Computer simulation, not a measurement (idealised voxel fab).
process module | voxel capacitor over wiring
cross-section cut | 295 nm wide | cells 5 nm
A cross-section is a grid of square cells, given in bands from the top down. A band is one or more rows of cells.
Each band's line starts with the height of the band's top and of its bottom, in nm. Then come its materials from left to right, each with its width in nm. One material with "throughout" fills the band from edge to edge. "air" is empty space.
Height 0 is the level under which the wafer as received is all one material. The lowest band goes on downwards, as in "0 down".
A width such as "30 to 40" changes by the same amount from each row of cells to the next, from the band's top row to its bottom row.
"no change" after a step means that no cell of the cross-section changed.
closed voids: empty space of 8 cells or more with no open way to the top, each as width x height at its distance from the left edge, in nm
after a step's settings: what the simulator itself notes on the step
overlay nm, on a step with a mask: how far to the right of its planned place the mask lay; to the left if negative
plan
1 op RECEIVE | material Si
2 op CONFORMAL_DEP | material SiO2 | thk nm 15
3 op CONFORMAL_DEP | material SiCN | thk nm 5
4 op DIRECTIONAL_DEP | material SiO2 | thk nm 25
5 op PATTERN | tone open | mask id METAL_1 | material resist | width nm 30 | pitch nm 95 | thk nm 20 | overlay nm 0
6 op DIRECTIONAL_ETCH | etch materials SiO2 | depth nm 25
7 op DIRECTIONAL_ETCH | etch materials SiCN | depth nm 5
8 op STRIP | etch materials resist
9 op CONFORMAL_DEP | material TiN | thk nm 5
10 op FILL_DEP | material Cu | thk nm 10
11 op CMP | height nm 45
12 op CONFORMAL_DEP | material SiCN | thk nm 5
13 op DIRECTIONAL_DEP | material SiO2 | thk nm 10
14 op MASKED_ETCH | tone open | mask id PLUG_1 | width nm 15 | etch materials SiO2 | depth nm 10 | overlay nm 0
15 op MASKED_ETCH | tone open | mask id PLUG_1 | width nm 15 | etch materials SiCN | depth nm 5 | overlay nm 0
16 op EPI | material Ru | thk nm 10
17 op EPI | material Ru | thk nm 5
18 op DIRECTIONAL_DEP | material TiN | thk nm 5
19 op DIRECTIONAL_DEP | material SiN | thk nm 5
20 op DIRECTIONAL_DEP | material TiN | thk nm 5
21 op MASKED_ETCH | tone cover | mask id UPPER_PLATE | width nm 70 | etch materials TiN | depth nm 5 | overlay nm 0
22 op MASKED_ETCH | tone cover | mask id UPPER_PLATE | width nm 70 | etch materials SiN | depth nm 5 | overlay nm 0
23 op DIRECTIONAL_DEP | material aC | thk nm 15
24 op PATTERN | tone cover | mask id LOWER_PLATE | material resist | width nm 80 | thk nm 35 | overlay nm 0
25 op DIRECTIONAL_ETCH | etch materials aC | depth nm 15
26 op STRIP | etch materials resist
27 op DIRECTIONAL_ETCH | etch materials TiN | depth nm 5
28 op STRIP | etch materials aC
29 op FILL_DEP | material SiO2 | thk nm 15
30 op CMP | height nm 85
31 op DIRECTIONAL_DEP | material aC | thk nm 10
32 op PATTERN | tone open | mask id PLUG_2 | material resist | width nm 15 | thk nm 25 | overlay nm 0
33 op DIRECTIONAL_ETCH | etch materials aC | depth nm 10
34 op STRIP | etch materials resist
35 op DIRECTIONAL_ETCH | etch materials SiO2 | depth nm 10
36 op STRIP | etch materials aC
37 op CONFORMAL_DEP | material TiN | thk nm 5
38 op FILL_DEP | material Ru | thk nm 5
39 op CMP | height nm 85
40 op CONFORMAL_DEP | material SiCN | thk nm 5
as received, after step 1
  0 down: Si throughout
  closed voids: none
a wafer at the end: this start, this plan, one mistake
  90 to 85: SiCN throughout
  85 to 80: SiO2 110 | TiN 5 | Ru 5 | TiN 5 | SiO2 170
  80 to 70: SiO2 110 to 100 | TiN 15 to 70 | SiO2 170 to 125
  70 to 65: SiO2 100 | SiN 70 | SiO2 125
  65 to 60: SiO2 95 | TiN 80 | SiO2 120
  60 to 50: SiO2 100 | Ru 15 | SiO2 180
  50 to 45: SiCN 100 | Ru 15 | SiCN 180
  45 to 35: SiO2 85 | TiN 5 | Cu 20 | TiN 5 | SiO2 65 | TiN 5 | Cu 20 | TiN 5 | SiO2 85
  35 to 30: SiCN 85 | TiN 30 | SiCN 65 | TiN 30 | SiCN 85
  30 to 0: SiO2 throughout
  0 down: Si throughout
  closed voids: none
what went wrong: step 2 was run twice
